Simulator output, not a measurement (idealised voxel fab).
Herein follows the process module entitled voxel fin reveal.
Cross-section cut spans 215 nm and uses square cells 5 nm in size.
Notation: cross-section as square-cell grid; stated in bands, top first, going down; one or more cell rows per band.
A band entry consists of two parts. The first gives the height of the band's top and the height of its bottom, in nm. The rest lists the band's materials from left to right, each with its width in nm. A single material labelled with the word "everywhere" fills the band from edge to edge, and the word "blank" marks empty space.
Heights are reckoned from 0. Under this level, the received wafer is all of one material. The bottommost band is open-ended downward, for example "0..down".
It should be noted that a width expressed as "30->40" varies in equal increments from row to row of cells within the band, taking the value of the first number at the top row and that of the second number at the bottom row.
The cross-section has no changed cell in any step marked "remains unaltered".
"Enclosed voids" specifies each empty space that is not open to the top and that occupies no fewer than 8 cells, using the form width x height at distance, the distance measured from the left edge and all three quantities in nm.
Post-settings text on a step line: simulator's own remark regarding the step.
When a step includes a mask, the "overlay nm" setting on its line states how far to the right of its planned place that mask lay, and negative values state how far to the left.
**Steps in the process plan**
step 1: RECEIVE | material Si
step 2: CONFORMAL_DEP | material SiN | thk nm 5
step 3: PATTERN | tone cover | mask id FINS | material resist | width nm 15 | pitch nm 40 | thk nm 15 | overlay nm 0
step 4: DIRECTIONAL_ETCH | etch materials SiN | depth nm 5
step 5: DIRECTIONAL_ETCH | etch materials Si | depth nm 40
step 6: STRIP | etch materials resist
step 7: FILL_DEP | material SiO2 | thk nm 15
step 8: CMP | height nm 5
step 9: SELECTIVE_ETCH | etch materials SiO2 | depth nm 15
step 10: STRIP | etch materials SiN
**Here's what the wafer looked like in cross-section when it arrived - that's after step 1**
- 0..down: Si everywhere
- Enclosed voids: none
**Cross-sectional image of the first of two wafers at the end of the module, the run having proceeded as planned**
- 0..-10: blank=60 / Si=15 / blank=25 / Si=15 / blank=25 / Si=15 / blank=60
- -10..-40: SiO2=60 / Si=15 / SiO2=25 / Si=15 / SiO2=25 / Si=15 / SiO2=60
- -40..down: Si everywhere
- Enclosed voids: none
**So this is wafer number two of the two, cut at the end of the module - it started where the first did and had the same plan, we just got one thing wrong running it**
- 0..-10: blank=60 / Si=15 / blank=25 / Si=15 / blank=25 / Si=15 / blank=60
- -10..-15: SiO2=45 / blank=15 / Si=15 / blank=25 / Si=15 / blank=25 / Si=15 / blank=15 / SiO2=45
- -15..-40: SiO2=60 / Si=15 / SiO2=25 / Si=15 / SiO2=25 / Si=15 / SiO2=60
- -40..down: Si everywhere
- Enclosed voids: none
Deviation from plan: mixed up steps 9 and 10 - ran each in the other's place
End check, counted in cells, second wafer has more or fewer of these materials than the first: SiO2 -16
